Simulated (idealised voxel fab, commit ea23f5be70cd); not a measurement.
The process module presented herein is designated voxel wiring stack.
FYI the section here is cut, 140 nm wide, cells are 5 nm squares.
For the purposes of this document, a cross-section shall be understood as a grid of square cells, specified as bands listed in top-to-bottom order, each band consisting of one or more rows of cells. Each band's line starts with the height of the band's top and of its bottom, in nm. Then come its materials from left to right, each with its width in nm. One material with "full width" fills the band from edge to edge. "empty" is empty space. Measure heights from 0. That's the level where, below it, the as-received wafer is all one material. The lowest band is bottomless and extends downward; write it as in "0..down". A width such as "30->40" changes by the same amount from each row of cells to the next, from the band's top row to its bottom row. Where a step carries "no modification", the cross-section came out of it unchanged, cell for cell. If an empty space has no open way to the top and is at least 8 cells in size, "Enclosed void list" lists it, written width x height at distance, where distance is measured from the left edge and every value is in nm. Formally, on a step line, whatever follows the settings is a remark that the simulator itself makes on the step. overlay nm: where the mask lay relative to plan, measured to the right, on steps with a mask; negatives go left.

plan
1. RECEIVE: material Si
2. CONFORMAL_DEP: material SiO2, thk nm 10
3. DIRECTIONAL_DEP: material TiN, thk nm 5
4. DIRECTIONAL_DEP: material W, thk nm 20
5. PATTERN: tone cover, mask id METAL_1, material resist, width nm 25, pitch nm 55, thk nm 15, overlay nm 0
6. DIRECTIONAL_ETCH: etch materials W, depth nm 20
7. DIRECTIONAL_ETCH: etch materials TiN, depth nm 5
8. STRIP: etch materials resist
9. CONFORMAL_DEP: material SiCN, thk nm 5
10. FILL_DEP: material lowk, thk nm 5
11. CMP: height nm 35
12. CONFORMAL_DEP: material SiCN, thk nm 5
13. DIRECTIONAL_DEP: material lowk, thk nm 20
14. PATTERN: tone open, mask id PLUG_1, material resist, width nm 15, pitch nm 55, thk nm 15, overlay nm 0
15. DIRECTIONAL_ETCH: etch materials lowk, depth nm 20
16. DIRECTIONAL_ETCH: etch materials SiCN, depth nm 5
17. STRIP: etch materials resist
18. CONFORMAL_DEP: material TiN, thk nm 5
19. FILL_DEP: material Cu, thk nm 5
20. CMP: height nm 60
21. DIRECTIONAL_DEP: material TiN, thk nm 5
22. DIRECTIONAL_DEP: material Ru, thk nm 20
23. PATTERN: tone cover, mask id METAL_2, material resist, width nm 25, pitch nm 55, thk nm 20, overlay nm 0
24. DIRECTIONAL_ETCH: etch materials Ru, depth nm 20
25. DIRECTIONAL_ETCH: etch materials TiN, depth nm 5
26. STRIP: etch materials resist
27. CONFORMAL_DEP: material SiCN, thk nm 5
28. FILL_DEP: material SiO2, thk nm 10
29. CMP: height nm 85
30. CONFORMAL_DEP: material SiCN, thk nm 5
31. DIRECTIONAL_DEP: material lowk, thk nm 35
32. DIRECTIONAL_DEP: material aC, thk nm 10
33. PATTERN: tone open, mask id METAL_3_HOLES, material resist, width nm 15, thk nm 25, overlay nm 0
34. DIRECTIONAL_ETCH: etch materials aC, depth nm 10
35. STRIP: etch materials resist
36. DIRECTIONAL_ETCH: etch materials lowk, depth nm 35
37. STRIP: etch materials aC
38. PATTERN: tone open, mask id METAL_3, material resist, width nm 25, pitch nm 55, thk nm 15, overlay nm 0
39. DIRECTIONAL_ETCH: etch materials lowk, depth nm 20
40. DIRECTIONAL_ETCH: etch materials SiCN, depth nm 5
41. STRIP: etch materials resist
42. CONFORMAL_DEP: material TiN, thk nm 5
43. FILL_DEP: material Cu, thk nm 10
44. CMP: height nm 125
45. CONFORMAL_DEP: material SiCN, thk nm 5

First of two wafers - as planned

Delivered wafer in cross-section: state after step 1
    0..down | Si full width
    Enclosed void list: none

Step 2 complete: cross-section through the wafer
    10..0 | SiO2 full width
    Unchanged below 0.

Step 3 complete: cross-section through the wafer
    15..10 | TiN full width
    Unchanged below 10.

Step 4 complete: cross-section through the wafer
    35..15 | W full width
    Unchanged below 15.

Step 5 complete: cross-section through the wafer
    50..35 | 30 nm empty | 25 nm resist | 30 nm empty | 25 nm resist | 30 nm empty
    Unchanged below 35.

Step 6 complete: cross-section through the wafer
    50..35 | 30 nm empty | 25 nm resist | 30 nm empty | 25 nm resist | 30 nm empty
    35..15 | 30 nm empty | 25 nm W | 30 nm empty | 25 nm W | 30 nm empty
    Unchanged below 15.

Step 7 complete: cross-section through the wafer
    50..35 | 30 nm empty | 25 nm resist | 30 nm empty | 25 nm resist | 30 nm empty
    35..15 | 30 nm empty | 25 nm W | 30 nm empty | 25 nm W | 30 nm empty
    15..10 | 30 nm empty | 25 nm TiN | 30 nm empty | 25 nm TiN | 30 nm empty
    Unchanged below 10.

Step 8 complete: cross-section through the wafer
    35..15 | 30 nm empty | 25 nm W | 30 nm empty | 25 nm W | 30 nm empty
    Unchanged below 15.

Step 9 complete: cross-section through the wafer
    40..35 | 25 nm empty | 35 nm SiCN | 20 nm empty | 35 nm SiCN | 25 nm empty
    35..15 | 25 nm empty | 5 nm SiCN | 25 nm W | 5 nm SiCN | 20 nm empty | 5 nm SiCN | 25 nm W | 5 nm SiCN | 25 nm empty
    15..10 | 30 nm SiCN | 25 nm TiN | 30 nm SiCN | 25 nm TiN | 30 nm SiCN
    Unchanged below 10.

Step 10 complete: cross-section through the wafer
    45..40 | lowk full width
    40..35 | 25 nm lowk | 35 nm SiCN | 20 nm lowk | 35 nm SiCN | 25 nm lowk
    35..15 | 25 nm lowk | 5 nm SiCN | 25 nm W | 5 nm SiCN | 20 nm lowk | 5 nm SiCN | 25 nm W | 5 nm SiCN | 25 nm lowk
    Unchanged below 15.

Step 11 complete: cross-section through the wafer
    35..15 | 25 nm lowk | 5 nm SiCN | 25 nm W | 5 nm SiCN | 20 nm lowk | 5 nm SiCN | 25 nm W | 5 nm SiCN | 25 nm lowk
    Unchanged below 15.

Step 12 complete: cross-section through the wafer
    40..35 | SiCN full width
    Unchanged below 35.

Step 13 complete: cross-section through the wafer
    60..40 | lowk full width
    Unchanged below 40.

Step 14 complete: cross-section through the wafer
    75..60 | 30 nm resist | 15 nm empty | 40 nm resist | 15 nm empty | 40 nm resist
    Unchanged below 60.

Step 15 complete: cross-section through the wafer
    75..60 | 30 nm resist | 15 nm empty | 40 nm resist | 15 nm empty | 40 nm resist
    60..40 | 30 nm lowk | 15 nm empty | 40 nm lowk | 15 nm empty | 40 nm lowk
    Unchanged below 40.

Step 16 complete: cross-section through the wafer
    75..60 | 30 nm resist | 15 nm empty | 40 nm resist | 15 nm empty | 40 nm resist
    60..40 | 30 nm lowk | 15 nm empty | 40 nm lowk | 15 nm empty | 40 nm lowk
    40..35 | 30 nm SiCN | 15 nm empty | 40 nm SiCN | 15 nm empty | 40 nm SiCN
    Unchanged below 35.

Step 17 complete: cross-section through the wafer
    60..40 | 30 nm lowk | 15 nm empty | 40 nm lowk | 15 nm empty | 40 nm lowk
    Unchanged below 40.

Step 18 complete: cross-section through the wafer
    65..60 | 35 nm TiN | 5 nm empty | 50 nm TiN | 5 nm empty | 45 nm TiN
    60..40 | 30 nm lowk | 5 nm TiN | 5 nm empty | 5 nm TiN | 40 nm lowk | 5 nm TiN | 5 nm empty | 5 nm TiN | 40 nm lowk
    40..35 | 30 nm SiCN | 15 nm TiN | 40 nm SiCN | 15 nm TiN | 40 nm SiCN
    Unchanged below 35.

Step 19 complete: cross-section through the wafer
    70..65 | Cu full width
    65..60 | 35 nm TiN | 5 nm Cu | 50 nm TiN | 5 nm Cu | 45 nm TiN
    60..40 | 30 nm lowk | 5 nm TiN | 5 nm Cu | 5 nm TiN | 40 nm lowk | 5 nm TiN | 5 nm Cu | 5 nm TiN | 40 nm lowk
    Unchanged below 40.

Step 20 complete: cross-section through the wafer
    60..40 | 30 nm lowk | 5 nm TiN | 5 nm Cu | 5 nm TiN | 40 nm lowk | 5 nm TiN | 5 nm Cu | 5 nm TiN | 40 nm lowk
    Unchanged below 40.

Step 21 complete: cross-section through the wafer
    65..60 | TiN full width
    Unchanged below 60.

Step 22 complete: cross-section through the wafer
    85..65 | Ru full width
    Unchanged below 65.

Step 23 complete: cross-section through the wafer
    105..85 | 30 nm empty | 25 nm resist | 30 nm empty | 25 nm resist | 30 nm empty
    Unchanged below 85.

Step 24 complete: cross-section through the wafer
    105..85 | 30 nm empty | 25 nm resist | 30 nm empty | 25 nm resist | 30 nm empty
    85..65 | 30 nm empty | 25 nm Ru | 30 nm empty | 25 nm Ru | 30 nm empty
    Unchanged below 65.

Step 25 complete: cross-section through the wafer
    105..85 | 30 nm empty | 25 nm resist | 30 nm empty | 25 nm resist | 30 nm empty
    85..65 | 30 nm empty | 25 nm Ru | 30 nm empty | 25 nm Ru | 30 nm empty
    65..60 | 30 nm empty | 25 nm TiN | 30 nm empty | 25 nm TiN | 30 nm empty
    Unchanged below 60.

Step 26 complete: cross-section through the wafer
    85..65 | 30 nm empty | 25 nm Ru | 30 nm empty | 25 nm Ru | 30 nm empty
    Unchanged below 65.

Step 27 complete: cross-section through the wafer
    90..85 | 25 nm empty | 35 nm SiCN | 20 nm empty | 35 nm SiCN | 25 nm empty
    85..65 | 25 nm empty | 5 nm SiCN | 25 nm Ru | 5 nm SiCN | 20 nm empty | 5 nm SiCN | 25 nm Ru | 5 nm SiCN | 25 nm empty
    65..60 | 30 nm SiCN | 25 nm TiN | 30 nm SiCN | 25 nm TiN | 30 nm SiCN
    Unchanged below 60.

Step 28 complete: cross-section through the wafer
    100..90 | SiO2 full width
    90..85 | 25 nm SiO2 | 35 nm SiCN | 20 nm SiO2 | 35 nm SiCN | 25 nm SiO2
    85..65 | 25 nm SiO2 | 5 nm SiCN | 25 nm Ru | 5 nm SiCN | 20 nm SiO2 | 5 nm SiCN | 25 nm Ru | 5 nm SiCN | 25 nm SiO2
    Unchanged below 65.

Step 29 complete: cross-section through the wafer
    85..65 | 25 nm SiO2 | 5 nm SiCN | 25 nm Ru | 5 nm SiCN | 20 nm SiO2 | 5 nm SiCN | 25 nm Ru | 5 nm SiCN | 25 nm SiO2
    Unchanged below 65.

Step 30 complete: cross-section through the wafer
    90..85 | SiCN full width
    Unchanged below 85.

Step 31 complete: cross-section through the wafer
    125..90 | lowk full width
    Unchanged below 90.

Step 32 complete: cross-section through the wafer
    135..125 | aC full width
    Unchanged below 125.

Step 33 complete: cross-section through the wafer
    160..135 | 30 nm resist | 15 nm empty | 95 nm resist
    Unchanged below 135.

Step 34 complete: cross-section through the wafer
    150..135 | 30 nm resist | 15 nm empty | 95 nm resist
    135..125 | 30 nm aC | 15 nm empty | 95 nm aC
    Unchanged below 125.

Step 35 complete: cross-section through the wafer
    135..125 | 30 nm aC | 15 nm empty | 95 nm aC
    Unchanged below 125.

Step 36 complete: cross-section through the wafer
    135..125 | 30 nm aC | 15 nm empty | 95 nm aC
    125..90 | 30 nm lowk | 15 nm empty | 95 nm lowk
    Unchanged below 90.

Step 37 complete: cross-section through the wafer
    125..90 | 30 nm lowk | 15 nm empty | 95 nm lowk
    Unchanged below 90.

Step 38 complete: cross-section through the wafer
    140..125 | 30 nm resist | 25 nm empty | 30 nm resist | 25 nm empty | 30 nm resist
    Unchanged below 125.

Step 39 complete: cross-section through the wafer
    140..125 | 30 nm resist | 25 nm empty | 30 nm resist | 25 nm empty | 30 nm resist
    125..105 | 30 nm lowk | 25 nm empty | 30 nm lowk | 25 nm empty | 30 nm lowk
    Unchanged below 105.

Step 40 complete: cross-section through the wafer
    140..125 | 30 nm resist | 25 nm empty | 30 nm resist | 25 nm empty | 30 nm resist
    125..105 | 30 nm lowk | 25 nm empty | 30 nm lowk | 25 nm empty | 30 nm lowk
    105..90 | 30 nm lowk | 15 nm empty | 95 nm lowk
    90..85 | 30 nm SiCN | 15 nm empty | 95 nm SiCN
    Unchanged below 85.

Step 41 complete: cross-section through the wafer
    125..105 | 30 nm lowk | 25 nm empty | 30 nm lowk | 25 nm empty | 30 nm lowk
    Unchanged below 105.

Step 42 complete: cross-section through the wafer
    130..125 | 35 nm TiN | 15 nm empty | 40 nm TiN | 15 nm empty | 35 nm TiN
    125..110 | 30 nm lowk | 5 nm TiN | 15 nm empty | 5 nm TiN | 30 nm lowk | 5 nm TiN | 15 nm empty | 5 nm TiN | 30 nm lowk
    110..105 | 30 nm lowk | 5 nm TiN | 5 nm empty | 15 nm TiN | 30 nm lowk | 25 nm TiN | 30 nm lowk
    105..90 | 30 nm lowk | 5 nm TiN | 5 nm empty | 5 nm TiN | 95 nm lowk
    90..85 | 30 nm SiCN | 15 nm TiN | 95 nm SiCN
    Unchanged below 85.

Step 43 complete: cross-section through the wafer
    140..130 | Cu full width
    130..125 | 35 nm TiN | 15 nm Cu | 40 nm TiN | 15 nm Cu | 35 nm TiN
    125..110 | 30 nm lowk | 5 nm TiN | 15 nm Cu | 5 nm TiN | 30 nm lowk | 5 nm TiN | 15 nm Cu | 5 nm TiN | 30 nm lowk
    110..105 | 30 nm lowk | 5 nm TiN | 5 nm Cu | 15 nm TiN | 30 nm lowk | 25 nm TiN | 30 nm lowk
    105..90 | 30 nm lowk | 5 nm TiN | 5 nm Cu | 5 nm TiN | 95 nm lowk
    Unchanged below 90.

Step 44 complete: cross-section through the wafer
    125..110 | 30 nm lowk | 5 nm TiN | 15 nm Cu | 5 nm TiN | 30 nm lowk | 5 nm TiN | 15 nm Cu | 5 nm TiN | 30 nm lowk
    Unchanged below 110.

Step 45 complete: cross-section through the wafer
    130..125 | SiCN full width
    Unchanged below 125.

Second wafer. Start and plan as for the first. One mistake made in running. Agrees with the first up to and including step 37

Second wafer, section view, time point: scheduled end of step 38
    140..125 | 30 nm empty | 25 nm resist | 30 nm empty | 25 nm resist | 30 nm empty
    125..90 | 30 nm lowk | 15 nm resist | 95 nm lowk
    Unchanged below 90.

Second wafer, section view, time point: scheduled end of step 39
    140..125 | 30 nm empty | 25 nm resist | 30 nm empty | 25 nm resist | 30 nm empty
    125..105 | 30 nm empty | 15 nm resist | 10 nm lowk | 30 nm empty | 25 nm lowk | 30 nm empty
    Unchanged below 105.

Second wafer, section view, time point: scheduled end of step 40: no modification

Second wafer, section view, time point: scheduled end of step 41
    125..105 | 45 nm empty | 10 nm lowk | 30 nm empty | 25 nm lowk | 30 nm empty
    105..90 | 30 nm lowk | 15 nm empty | 95 nm lowk
    Unchanged below 90.

Second wafer, section view, time point: scheduled end of step 42
    130..125 | 40 nm empty | 20 nm TiN | 20 nm empty | 35 nm TiN | 25 nm empty
    125..110 | 40 nm empty | 5 nm TiN | 10 nm lowk | 5 nm TiN | 20 nm empty | 5 nm TiN | 25 nm lowk | 5 nm TiN | 25 nm empty
    110..105 | 35 nm TiN | 5 nm empty | 5 nm TiN | 10 nm lowk | 30 nm TiN | 25 nm lowk | 30 nm TiN
    105..95 | 30 nm lowk | 5 nm TiN | 5 nm empty | 5 nm TiN | 95 nm lowk
    95..90 | 30 nm lowk | 15 nm TiN | 95 nm lowk
    Unchanged below 90.

Second wafer, section view, time point: scheduled end of step 43
    140..130 | Cu full width
    130..125 | 40 nm Cu | 20 nm TiN | 20 nm Cu | 35 nm TiN | 25 nm Cu
    125..110 | 40 nm Cu | 5 nm TiN | 10 nm lowk | 5 nm TiN | 20 nm Cu | 5 nm TiN | 25 nm lowk | 5 nm TiN | 25 nm Cu
    110..105 | 35 nm TiN | 5 nm Cu | 5 nm TiN | 10 nm lowk | 30 nm TiN | 25 nm lowk | 30 nm TiN
    105..95 | 30 nm lowk | 5 nm TiN | 5 nm Cu | 5 nm TiN | 95 nm lowk
    Unchanged below 95.

Second wafer, section view, time point: scheduled end of step 44
    125..110 | 40 nm Cu | 5 nm TiN | 10 nm lowk | 5 nm TiN | 20 nm Cu | 5 nm TiN | 25 nm lowk | 5 nm TiN | 25 nm Cu
    Unchanged below 110.

Second wafer, section view, time point: scheduled end of step 45
    130..125 | SiCN full width
    Unchanged below 125.
Here's what went sideways: planned and actual differ for step 38; actual: PATTERN: tone cover, mask id METAL_3, material resist, width nm 25, pitch nm 55, thk nm 15, overlay nm 0
Looking at both finished wafers in cells, the second ends up ahead of or behind the first on some materials: Cu +32; SiCN +3; TiN +9; lowk -44
